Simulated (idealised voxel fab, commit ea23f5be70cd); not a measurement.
process module | voxel gate over fins
cross-section cut | 235 nm wide | cells 5 nm
A cross-section is a grid of square cells, given in bands from the top down. A band is one or more rows of cells.
Each band's line starts with the height of the band's top and of its bottom, in nm. Then come its materials from left to right, each with its width in nm. One material with "throughout" fills the band from edge to edge. "air" is empty space.
Height 0 is the level under which the wafer as received is all one material. The lowest band goes on downwards, as in "0 down".
A width such as "30 to 40" changes by the same amount from each row of cells to the next, from the band's top row to its bottom row.
"no change" after a step means that no cell of the cross-section changed.
closed voids: empty space of 8 cells or more with no open way to the top, each as width x height at its distance from the left edge, in nm
after a step's settings: what the simulator itself notes on the step
overlay nm, on a step with a mask: how far to the right of its planned place the mask lay; to the left if negative
Each pair below shows a cross-section before one step and the cross-section after it, down to the lowest band that changed. The line under each pair gives the step between them, with its settings. The pairs can come from different runs of this module on the same starting wafer, so a pair continues from the pair above only where its "before" says so.
before
  25 to 10: aC 80 | air 25 | aC 130
  10 to 0: SiO2 60 | SiN 15 | SiO2 5 | air 25 | SiO2 5 | SiN 15 | SiO2 35 | SiN 15 | SiO2 60
  0 to -25: SiO2 60 | Si 15 | SiO2 5 | air 25 | SiO2 5 | Si 15 | SiO2 35 | Si 15 | SiO2 60
  -25 to -30: SiO2 60 | Si 15 | SiO2 35 | Si 15 | SiO2 35 | Si 15 | SiO2 60
  -30 down: Si throughout
  closed voids: none
after
  10 to 0: SiO2 60 | SiN 15 | SiO2 5 | air 25 | SiO2 5 | SiN 15 | SiO2 35 | SiN 15 | SiO2 60
  below 0: unchanged
  closed voids: none
the step between: op STRIP | etch materials aC
before: the cross-section after the pair above
after
  15 to 10: TiN 85 | air 15 | TiN 135
  10 to 0: SiO2 60 | SiN 15 | SiO2 5 | TiN 5 | air 15 | TiN 5 | SiO2 5 | SiN 15 | SiO2 35 | SiN 15 | SiO2 60
  0 to -20: SiO2 60 | Si 15 | SiO2 5 | TiN 5 | air 15 | TiN 5 | SiO2 5 | Si 15 | SiO2 35 | Si 15 | SiO2 60
  -20 to -25: SiO2 60 | Si 15 | SiO2 5 | TiN 25 | SiO2 5 | Si 15 | SiO2 35 | Si 15 | SiO2 60
  below -25: unchanged
  closed voids: none
the step between: op CONFORMAL_DEP | material TiN | thk nm 5
before: the cross-section after the pair above
after
  25 to 15: W throughout
  15 to 10: TiN 85 | W 15 | TiN 135
  10 to 0: SiO2 60 | SiN 15 | SiO2 5 | TiN 5 | W 15 | TiN 5 | SiO2 5 | SiN 15 | SiO2 35 | SiN 15 | SiO2 60
  0 to -20: SiO2 60 | Si 15 | SiO2 5 | TiN 5 | W 15 | TiN 5 | SiO2 5 | Si 15 | SiO2 35 | Si 15 | SiO2 60
  below -20: unchanged
  closed voids: none
the step between: op FILL_DEP | material W | thk nm 10
before: the cross-section after the pair above
after
  10 to 0: SiO2 60 | SiN 15 | SiO2 5 | TiN 5 | W 15 | TiN 5 | SiO2 5 | SiN 15 | SiO2 35 | SiN 15 | SiO2 60
  below 0: unchanged
  closed voids: none
the step between: op CMP | height nm 10
before: the cross-section after the pair above
after
  10 to 0: SiO2 60 | SiN 15 | SiO2 5 | air 25 | SiO2 5 | SiN 15 | SiO2 35 | SiN 15 | SiO2 60
  0 to -15: SiO2 60 | Si 15 | SiO2 5 | air 25 | SiO2 5 | Si 15 | SiO2 35 | Si 15 | SiO2 60
  below -15: unchanged
  closed voids: none
the step between: op SELECTIVE_ETCH | etch materials W Ru TiN | depth nm 25
before: the cross-section after the pair above
after
  15 to 10: SiO2 throughout
  10 to 0: SiO2 60 | SiN 15 | SiO2 35 | SiN 15 | SiO2 35 | SiN 15 | SiO2 60
  0 to -15: SiO2 60 | Si 15 | SiO2 35 | Si 15 | SiO2 35 | Si 15 | SiO2 60
  below -15: unchanged
  closed voids: none
the step between: op FILL_DEP | material SiO2 | thk nm 5
before: the cross-section after the pair above
after
  10 to 0: SiO2 60 | SiN 15 | SiO2 35 | SiN 15 | SiO2 35 | SiN 15 | SiO2 60
  below 0: unchanged
  closed voids: none
the step between: op CMP | height nm 10
before: the cross-section after the pair above
after
  10 to 0: air 60 | SiN 15 | air 35 | SiN 15 | air 35 | SiN 15 | air 60
  0 to -10: air 60 | Si 15 | air 35 | Si 15 | air 35 | Si 15 | air 60
  below -10: unchanged
  closed voids: none
the step between: op SELECTIVE_ETCH | etch materials SiO2 | depth nm 20
before: the cross-section after the pair above
after
  0 to -10: air 60 | Si 15 | air 35 | Si 15 | air 35 | Si 15 | air 60
  below -10: unchanged
  closed voids: none
the step between: op STRIP | etch materials SiN
before: the cross-section after the pair above
after
  5 to 0: air 55 | HfO2 25 | air 25 | HfO2 25 | air 25 | HfO2 25 | air 55
  0 to -5: air 55 | HfO2 5 | Si 15 | HfO2 5 | air 25 | HfO2 5 | Si 15 | HfO2 5 | air 25 | HfO2 5 | Si 15 | HfO2 5 | air 55
  -5 to -10: HfO2 60 | Si 15 | HfO2 35 | Si 15 | HfO2 35 | Si 15 | HfO2 60
  below -10: unchanged
  closed voids: none
the step between: op CONFORMAL_DEP | material HfO2 | thk nm 5
before: the cross-section after the pair above
after
  10 to 5: air 50 | TiN 35 | air 15 | TiN 35 | air 15 | TiN 35 | air 50
  5 to 0: air 50 | TiN 5 | HfO2 25 | TiN 5 | air 15 | TiN 5 | HfO2 25 | TiN 5 | air 15 | TiN 5 | HfO2 25 | TiN 5 | air 50
  0 to -5: TiN 55 | HfO2 5 | Si 15 | HfO2 5 | TiN 25 | HfO2 5 | Si 15 | HfO2 5 | TiN 25 | HfO2 5 | Si 15 | HfO2 5 | TiN 55
  below -5: unchanged
  closed voids: none
the step between: op CONFORMAL_DEP | material TiN | thk nm 5
before: the cross-section after the pair above
after
  20 to 10: W throughout
  10 to 5: W 50 | TiN 35 | W 15 | TiN 35 | W 15 | TiN 35 | W 50
  5 to 0: W 50 | TiN 5 | HfO2 25 | TiN 5 | W 15 | TiN 5 | HfO2 25 | TiN 5 | W 15 | TiN 5 | HfO2 25 | TiN 5 | W 50
  below 0: unchanged
  closed voids: none
the step between: op FILL_DEP | material W | thk nm 10
before: the cross-section after the pair above
after
  15 to 10: W throughout
  below 10: unchanged
  closed voids: none
the step between: op CMP | height nm 15
before: the cross-section after the pair above
after
  25 to 15: SiCN throughout
  below 15: unchanged
  closed voids: none
the step between: op CONFORMAL_DEP | material SiCN | thk nm 10
before
  25 to 10: aC throughout
  10 to 0: SiN throughout
  0 down: Si throughout
  closed voids: none
after
  55 to 25: air 50 | resist 15 | air 35 | resist 15 | air 35 | resist 15 | air 70
  below 25: unchanged
  closed voids: none
the step between: op PATTERN | tone cover | mask id FINS | material resist | width nm 15 | pitch nm 50 | thk nm 30 | overlay nm -10
before: the cross-section after the pair above
after
  40 to 25: air 50 | resist 15 | air 35 | resist 15 | air 35 | resist 15 | air 70
  25 to 10: air 50 | aC 15 | air 35 | aC 15 | air 35 | aC 15 | air 70
  below 10: unchanged
  closed voids: none
the step between: op DIRECTIONAL_ETCH | etch materials aC | depth nm 15
before: the cross-section after the pair above
after
  25 to 10: air 50 | aC 15 | air 35 | aC 15 | air 35 | aC 15 | air 70
  below 10: unchanged
  closed voids: none
the step between: op STRIP | etch materials resist
before: the cross-section after the pair above
after
  25 to 10: air 50 | aC 15 | air 35 | aC 15 | air 35 | aC 15 | air 70
  10 to 0: air 50 | SiN 15 | air 35 | SiN 15 | air 35 | SiN 15 | air 70
  below 0: unchanged
  closed voids: none
the step between: op DIRECTIONAL_ETCH | etch materials SiN | depth nm 10
before: the cross-section after the pair above
after
  25 to 10: air 50 | aC 15 | air 35 | aC 15 | air 35 | aC 15 | air 70
  10 to 0: air 50 | SiN 15 | air 35 | SiN 15 | air 35 | SiN 15 | air 70
  0 to -30: air 50 | Si 15 | air 35 | Si 15 | air 35 | Si 15 | air 70
  below -30: unchanged
  closed voids: none
the step between: op DIRECTIONAL_ETCH | etch materials Si | depth nm 30
before: the cross-section after the pair above
after
  10 to 0: air 50 | SiN 15 | air 35 | SiN 15 | air 35 | SiN 15 | air 70
  below 0: unchanged
  closed voids: none
the step between: op STRIP | etch materials aC
before: the cross-section after the pair above
after
  15 to 10: SiO2 throughout
  10 to 0: SiO2 50 | SiN 15 | SiO2 35 | SiN 15 | SiO2 35 | SiN 15 | SiO2 70
  0 to -30: SiO2 50 | Si 15 | SiO2 35 | Si 15 | SiO2 35 | Si 15 | SiO2 70
  below -30: unchanged
  closed voids: none
the step between: op FILL_DEP | material SiO2 | thk nm 5
before: the cross-section after the pair above
after
  10 to 0: SiO2 50 | SiN 15 | SiO2 35 | SiN 15 | SiO2 35 | SiN 15 | SiO2 70
  below 0: unchanged
  closed voids: none
the step between: op CMP | height nm 10
before: the cross-section after the pair above
after
  25 to 10: aC throughout
  below 10: unchanged
  closed voids: none
the step between: op DIRECTIONAL_DEP | material aC | thk nm 15
before: the cross-section after the pair above
after
  55 to 25: resist 85 | air 15 | resist 135
  below 25: unchanged
  closed voids: none
the step between: op PATTERN | tone open | mask id RAIL | material resist | width nm 15 | thk nm 30 | overlay nm 0
before: the cross-section after the pair above
after
  40 to 25: resist 85 | air 15 | resist 135
  25 to 10: aC 85 | air 15 | aC 135
  below 10: unchanged
  closed voids: none
the step between: op DIRECTIONAL_ETCH | etch materials aC | depth nm 15
before: the cross-section after the pair above
after
  25 to 10: aC 85 | air 15 | aC 135
  below 10: unchanged
  closed voids: none
the step between: op STRIP | etch materials resist
before: the cross-section after the pair above
after
  25 to 10: aC 85 | air 15 | aC 135
  10 to 0: SiO2 50 | SiN 15 | SiO2 20 | air 15 | SiN 15 | SiO2 35 | SiN 15 | SiO2 70
  0 to -25: SiO2 50 | Si 15 | SiO2 20 | air 15 | Si 15 | SiO2 35 | Si 15 | SiO2 70
  below -25: unchanged
  closed voids: none
the step between: op DIRECTIONAL_ETCH | etch materials SiO2 | depth nm 35
before: the cross-section after the pair above
after
  10 to 0: SiO2 50 | SiN 15 | SiO2 20 | air 15 | SiN 15 | SiO2 35 | SiN 15 | SiO2 70
  below 0: unchanged
  closed voids: none
the step between: op STRIP | etch materials aC
before: the cross-section after the pair above
after
  15 to 10: TiN 90 | air 5 | TiN 140
  10 to 0: SiO2 50 | SiN 15 | SiO2 20 | TiN 5 | air 5 | TiN 5 | SiN 15 | SiO2 35 | SiN 15 | SiO2 70
  0 to -20: SiO2 50 | Si 15 | SiO2 20 | TiN 5 | air 5 | TiN 5 | Si 15 | SiO2 35 | Si 15 | SiO2 70
  -20 to -25: SiO2 50 | Si 15 | SiO2 20 | TiN 15 | Si 15 | SiO2 35 | Si 15 | SiO2 70
  below -25: unchanged
  closed voids: none
the step between: op CONFORMAL_DEP | material TiN | thk nm 5
before: the cross-section after the pair above
after
  25 to 15: W throughout
  15 to 10: TiN 90 | W 5 | TiN 140
  10 to 0: SiO2 50 | SiN 15 | SiO2 20 | TiN 5 | W 5 | TiN 5 | SiN 15 | SiO2 35 | SiN 15 | SiO2 70
  0 to -20: SiO2 50 | Si 15 | SiO2 20 | TiN 5 | W 5 | TiN 5 | Si 15 | SiO2 35 | Si 15 | SiO2 70
  below -20: unchanged
  closed voids: none
the step between: op FILL_DEP | material W | thk nm 10
before: the cross-section after the pair above
after
  10 to 0: SiO2 50 | SiN 15 | SiO2 20 | TiN 5 | W 5 | TiN 5 | SiN 15 | SiO2 35 | SiN 15 | SiO2 70
  below 0: unchanged
  closed voids: none
the step between: op CMP | height nm 10
before: the cross-section after the pair above
after
  10 to 0: SiO2 50 | SiN 15 | SiO2 20 | air 15 | SiN 15 | SiO2 35 | SiN 15 | SiO2 70
  0 to -15: SiO2 50 | Si 15 | SiO2 20 | air 15 | Si 15 | SiO2 35 | Si 15 | SiO2 70
  below -15: unchanged
  closed voids: none
the step between: op SELECTIVE_ETCH | etch materials W Ru TiN | depth nm 25
before: the cross-section after the pair above
after
  15 to 10: SiO2 throughout
  10 to 0: SiO2 50 | SiN 15 | SiO2 35 | SiN 15 | SiO2 35 | SiN 15 | SiO2 70
  0 to -15: SiO2 50 | Si 15 | SiO2 35 | Si 15 | SiO2 35 | Si 15 | SiO2 70
  below -15: unchanged
  closed voids: none
the step between: op FILL_DEP | material SiO2 | thk nm 5
before: the cross-section after the pair above
after
  10 to 0: SiO2 50 | SiN 15 | SiO2 35 | SiN 15 | SiO2 35 | SiN 15 | SiO2 70
  below 0: unchanged
  closed voids: none
the step between: op CMP | height nm 10
before: the cross-section after the pair above
after
  10 to 0: air 50 | SiN 15 | air 35 | SiN 15 | air 35 | SiN 15 | air 70
  0 to -10: air 50 | Si 15 | air 35 | Si 15 | air 35 | Si 15 | air 70
  below -10: unchanged
  closed voids: none
the step between: op SELECTIVE_ETCH | etch materials SiO2 | depth nm 20
before: the cross-section after the pair above
after
  0 to -10: air 50 | Si 15 | air 35 | Si 15 | air 35 | Si 15 | air 70
  below -10: unchanged
  closed voids: none
the step between: op STRIP | etch materials SiN
before: the cross-section after the pair above
after
  5 to 0: air 45 | HfO2 25 | air 25 | HfO2 25 | air 25 | HfO2 25 | air 65
  0 to -5: air 45 | HfO2 5 | Si 15 | HfO2 5 | air 25 | HfO2 5 | Si 15 | HfO2 5 | air 25 | HfO2 5 | Si 15 | HfO2 5 | air 65
  -5 to -10: HfO2 50 | Si 15 | HfO2 35 | Si 15 | HfO2 35 | Si 15 | HfO2 70
  below -10: unchanged
  closed voids: none
the step between: op CONFORMAL_DEP | material HfO2 | thk nm 5
before: the cross-section after the pair above
after
  10 to 5: air 40 | TiN 35 | air 15 | TiN 35 | air 15 | TiN 35 | air 60
  5 to 0: air 40 | TiN 5 | HfO2 25 | TiN 5 | air 15 | TiN 5 | HfO2 25 | TiN 5 | air 15 | TiN 5 | HfO2 25 | TiN 5 | air 60
  0 to -5: TiN 45 | HfO2 5 | Si 15 | HfO2 5 | TiN 25 | HfO2 5 | Si 15 | HfO2 5 | TiN 25 | HfO2 5 | Si 15 | HfO2 5 | TiN 65
  below -5: unchanged
  closed voids: none
the step between: op CONFORMAL_DEP | material TiN | thk nm 5
before: the cross-section after the pair above
after
  20 to 10: W throughout
  10 to 5: W 40 | TiN 35 | W 15 | TiN 35 | W 15 | TiN 35 | W 60
  5 to 0: W 40 | TiN 5 | HfO2 25 | TiN 5 | W 15 | TiN 5 | HfO2 25 | TiN 5 | W 15 | TiN 5 | HfO2 25 | TiN 5 | W 60
  below 0: unchanged
  closed voids: none
the step between: op FILL_DEP | material W | thk nm 10
before: the cross-section after the pair above
after
  15 to 10: W throughout
  below 10: unchanged
  closed voids: none
the step between: op CMP | height nm 15
before: the cross-section after the pair above
after
  25 to 15: SiCN throughout
  below 15: unchanged
  closed voids: none
the step between: op CONFORMAL_DEP | material SiCN | thk nm 10
before
  10 to 0: air 60 | SiN 15 | air 35 | SiN 15 | air 35 | SiN 15 | air 60
  0 to -30: air 60 | Si 15 | air 35 | Si 15 | air 35 | Si 15 | air 60
  -30 down: Si throughout
  closed voids: none
after
  15 to 10: SiCN throughout
  10 to 0: SiCN 60 | SiN 15 | SiCN 35 | SiN 15 | SiCN 35 | SiN 15 | SiCN 60
  0 to -30: SiCN 60 | Si 15 | SiCN 35 | Si 15 | SiCN 35 | Si 15 | SiCN 60
  below -30: unchanged
  closed voids: none
the step between: op FILL_DEP | material SiCN | thk nm 5
before: the cross-section after the pair above
after
  10 to 0: SiCN 60 | SiN 15 | SiCN 35 | SiN 15 | SiCN 35 | SiN 15 | SiCN 60
  below 0: unchanged
  closed voids: none
the step between: op CMP | height nm 10
before: the cross-section after the pair above
after
  25 to 10: aC throughout
  below 10: unchanged
  closed voids: none
the step between: op DIRECTIONAL_DEP | material aC | thk nm 15
before: the cross-section after the pair above
after
  55 to 25: resist 85 | air 15 | resist 135
  below 25: unchanged
  closed voids: none
the step between: op PATTERN | tone open | mask id RAIL | material resist | width nm 15 | thk nm 30 | overlay nm 0
before: the cross-section after the pair above
after
  40 to 25: resist 85 | air 15 | resist 135
  25 to 10: aC 85 | air 15 | aC 135
  below 10: unchanged
  closed voids: none
the step between: op DIRECTIONAL_ETCH | etch materials aC | depth nm 15
before: the cross-section after the pair above
after
  25 to 10: aC 85 | air 15 | aC 135
  below 10: unchanged
  closed voids: none
the step between: op STRIP | etch materials resist
before: the cross-section after the pair above
after
  10 to 0: SiCN 60 | SiN 15 | SiCN 35 | SiN 15 | SiCN 35 | SiN 15 | SiCN 60
  below 0: unchanged
  closed voids: none
the step between: op STRIP | etch materials aC
before: the cross-section after the pair above
after
  15 to 10: TiN throughout
  below 10: unchanged
  closed voids: none
the step between: op CONFORMAL_DEP | material TiN | thk nm 5
before: the cross-section after the pair above
after
  25 to 15: W throughout
  below 15: unchanged
  closed voids: none
the step between: op FILL_DEP | material W | thk nm 10
before: the cross-section after the pair above
after
  10 to 0: SiCN 60 | SiN 15 | SiCN 35 | SiN 15 | SiCN 35 | SiN 15 | SiCN 60
  below 0: unchanged
  closed voids: none
the step between: op CMP | height nm 10
before: the cross-section after the pair above
after
  15 to 10: SiO2 throughout
  below 10: unchanged
  closed voids: none
the step between: op FILL_DEP | material SiO2 | thk nm 5
before: the cross-section after the pair above
after
  10 to 0: SiCN 60 | SiN 15 | SiCN 35 | SiN 15 | SiCN 35 | SiN 15 | SiCN 60
  below 0: unchanged
  closed voids: none
the step between: op CMP | height nm 10
before: the cross-section after the pair above
after
  10 to 0: SiCN 60 | air 15 | SiCN 35 | air 15 | SiCN 35 | air 15 | SiCN 60
  below 0: unchanged
  closed voids: none
the step between: op STRIP | etch materials SiN
before: the cross-section after the pair above
after
  15 to 10: HfO2 65 | air 5 | HfO2 45 | air 5 | HfO2 45 | air 5 | HfO2 65
  10 to 5: SiCN 60 | HfO2 5 | air 5 | HfO2 5 | SiCN 35 | HfO2 5 | air 5 | HfO2 5 | SiCN 35 | HfO2 5 | air 5 | HfO2 5 | SiCN 60
  5 to 0: SiCN 60 | HfO2 15 | SiCN 35 | HfO2 15 | SiCN 35 | HfO2 15 | SiCN 60
  below 0: unchanged
  closed voids: none
the step between: op CONFORMAL_DEP | material HfO2 | thk nm 5
before: the cross-section after the pair above
after
  20 to 15: TiN throughout
  15 to 10: HfO2 65 | TiN 5 | HfO2 45 | TiN 5 | HfO2 45 | TiN 5 | HfO2 65
  10 to 5: SiCN 60 | HfO2 5 | TiN 5 | HfO2 5 | SiCN 35 | HfO2 5 | TiN 5 | HfO2 5 | SiCN 35 | HfO2 5 | TiN 5 | HfO2 5 | SiCN 60
  below 5: unchanged
  closed voids: none
the step between: op CONFORMAL_DEP | material TiN | thk nm 5
before: the cross-section after the pair above
after
  30 to 20: W throughout
  below 20: unchanged
  closed voids: none
the step between: op FILL_DEP | material W | thk nm 10
before: the cross-section after the pair above
after
  15 to 10: HfO2 65 | TiN 5 | HfO2 45 | TiN 5 | HfO2 45 | TiN 5 | HfO2 65
  below 10: unchanged
  closed voids: none
the step between: op CMP | height nm 15
before: the cross-section after the pair above
after
  25 to 15: SiCN throughout
  below 15: unchanged
  closed voids: none
the step between: op CONFORMAL_DEP | material SiCN | thk nm 10
before
  25 to 10: aC throughout
  10 to 0: SiN throughout
  0 down: Si throughout
  closed voids: none
after
  55 to 25: resist 60 | air 15 | resist 35 | air 15 | resist 35 | air 15 | resist 60
  below 25: unchanged
  closed voids: none
the step between: op PATTERN | tone open | mask id FINS | material resist | width nm 15 | pitch nm 50 | thk nm 30 | overlay nm 0
before: the cross-section after the pair above
after
  40 to 25: resist 60 | air 15 | resist 35 | air 15 | resist 35 | air 15 | resist 60
  25 to 10: aC 60 | air 15 | aC 35 | air 15 | aC 35 | air 15 | aC 60
  below 10: unchanged
  closed voids: none
the step between: op DIRECTIONAL_ETCH | etch materials aC | depth nm 15
before: the cross-section after the pair above
after
  25 to 10: aC 60 | air 15 | aC 35 | air 15 | aC 35 | air 15 | aC 60
  below 10: unchanged
  closed voids: none
the step between: op STRIP | etch materials resist
before: the cross-section after the pair above
after
  25 to 10: aC 60 | air 15 | aC 35 | air 15 | aC 35 | air 15 | aC 60
  10 to 0: SiN 60 | air 15 | SiN 35 | air 15 | SiN 35 | air 15 | SiN 60
  below 0: unchanged
  closed voids: none
the step between: op DIRECTIONAL_ETCH | etch materials SiN | depth nm 10
before: the cross-section after the pair above
after
  25 to 10: aC 60 | air 15 | aC 35 | air 15 | aC 35 | air 15 | aC 60
  10 to 0: SiN 60 | air 15 | SiN 35 | air 15 | SiN 35 | air 15 | SiN 60
  0 to -30: Si 60 | air 15 | Si 35 | air 15 | Si 35 | air 15 | Si 60
  below -30: unchanged
  closed voids: none
the step between: op DIRECTIONAL_ETCH | etch materials Si | depth nm 30
before: the cross-section after the pair above
after
  10 to 0: SiN 60 | air 15 | SiN 35 | air 15 | SiN 35 | air 15 | SiN 60
  below 0: unchanged
  closed voids: none
the step between: op STRIP | etch materials aC
before: the cross-section after the pair above
after
  15 to 10: SiO2 throughout
  10 to 0: SiN 60 | SiO2 15 | SiN 35 | SiO2 15 | SiN 35 | SiO2 15 | SiN 60
  0 to -30: Si 60 | SiO2 15 | Si 35 | SiO2 15 | Si 35 | SiO2 15 | Si 60
  below -30: unchanged
  closed voids: none
the step between: op FILL_DEP | material SiO2 | thk nm 5
before: the cross-section after the pair above
after
  10 to 0: SiN 60 | SiO2 15 | SiN 35 | SiO2 15 | SiN 35 | SiO2 15 | SiN 60
  below 0: unchanged
  closed voids: none
the step between: op CMP | height nm 10
before: the cross-section after the pair above
after
  25 to 10: aC throughout
  below 10: unchanged
  closed voids: none
the step between: op DIRECTIONAL_DEP | material aC | thk nm 15
before: the cross-section after the pair above
after
  55 to 25: resist 85 | air 15 | resist 135
  below 25: unchanged
  closed voids: none
the step between: op PATTERN | tone open | mask id RAIL | material resist | width nm 15 | thk nm 30 | overlay nm 0
before: the cross-section after the pair above
after
  40 to 25: resist 85 | air 15 | resist 135
  25 to 10: aC 85 | air 15 | aC 135
  below 10: unchanged
  closed voids: none
the step between: op DIRECTIONAL_ETCH | etch materials aC | depth nm 15
before: the cross-section after the pair above
after
  25 to 10: aC 85 | air 15 | aC 135
  below 10: unchanged
  closed voids: none
the step between: op STRIP | etch materials resist
before: the cross-section after the pair above
after
  10 to 0: SiN 60 | SiO2 15 | SiN 35 | SiO2 15 | SiN 35 | SiO2 15 | SiN 60
  below 0: unchanged
  closed voids: none
the step between: op STRIP | etch materials aC
before: the cross-section after the pair above
after
  15 to 10: TiN throughout
  below 10: unchanged
  closed voids: none
the step between: op CONFORMAL_DEP | material TiN | thk nm 5
before: the cross-section after the pair above
after
  25 to 15: W throughout
  below 15: unchanged
  closed voids: none
the step between: op FILL_DEP | material W | thk nm 10
before: the cross-section after the pair above
after
  10 to 0: SiN 60 | SiO2 15 | SiN 35 | SiO2 15 | SiN 35 | SiO2 15 | SiN 60
  below 0: unchanged
  closed voids: none
the step between: op CMP | height nm 10
before: the cross-section after the pair above
after
  15 to 10: SiO2 throughout
  below 10: unchanged
  closed voids: none
the step between: op FILL_DEP | material SiO2 | thk nm 5
before
  10 to 0: SiN 60 | SiO2 15 | SiN 35 | SiO2 15 | SiN 35 | SiO2 15 | SiN 60
  0 to -30: Si 60 | SiO2 15 | Si 35 | SiO2 15 | Si 35 | SiO2 15 | Si 60
  -30 down: Si throughout
  closed voids: none
after
  10 to 0: SiN 60 | air 15 | SiN 35 | air 15 | SiN 35 | air 15 | SiN 60
  0 to -10: Si 60 | air 15 | Si 35 | air 15 | Si 35 | air 15 | Si 60
  below -10: unchanged
  closed voids: none
the step between: op SELECTIVE_ETCH | etch materials SiO2 | depth nm 20
before: the cross-section after the pair above
after
  0 to -10: Si 60 | air 15 | Si 35 | air 15 | Si 35 | air 15 | Si 60
  below -10: unchanged
  closed voids: none
the step between: op STRIP | etch materials SiN
before: the cross-section after the pair above
after
  5 to 0: HfO2 65 | air 5 | HfO2 45 | air 5 | HfO2 45 | air 5 | HfO2 65
  0 to -5: Si 60 | HfO2 5 | air 5 | HfO2 5 | Si 35 | HfO2 5 | air 5 | HfO2 5 | Si 35 | HfO2 5 | air 5 | HfO2 5 | Si 60
  -5 to -10: Si 60 | HfO2 15 | Si 35 | HfO2 15 | Si 35 | HfO2 15 | Si 60
  below -10: unchanged
  closed voids: none
the step between: op CONFORMAL_DEP | material HfO2 | thk nm 5
before: the cross-section after the pair above
after
  10 to 5: TiN throughout
  5 to 0: HfO2 65 | TiN 5 | HfO2 45 | TiN 5 | HfO2 45 | TiN 5 | HfO2 65
  0 to -5: Si 60 | HfO2 5 | TiN 5 | HfO2 5 | Si 35 | HfO2 5 | TiN 5 | HfO2 5 | Si 35 | HfO2 5 | TiN 5 | HfO2 5 | Si 60
  below -5: unchanged
  closed voids: none
the step between: op CONFORMAL_DEP | material TiN | thk nm 5
before: the cross-section after the pair above
after
  20 to 10: W throughout
  below 10: unchanged
  closed voids: none
the step between: op FILL_DEP | material W | thk nm 10
before: the cross-section after the pair above
after
  15 to 10: W throughout
  below 10: unchanged
  closed voids: none
the step between: op CMP | height nm 15
before: the cross-section after the pair above
after
  25 to 15: SiCN throughout
  below 15: unchanged
  closed voids: none
the step between: op CONFORMAL_DEP | material SiCN | thk nm 10
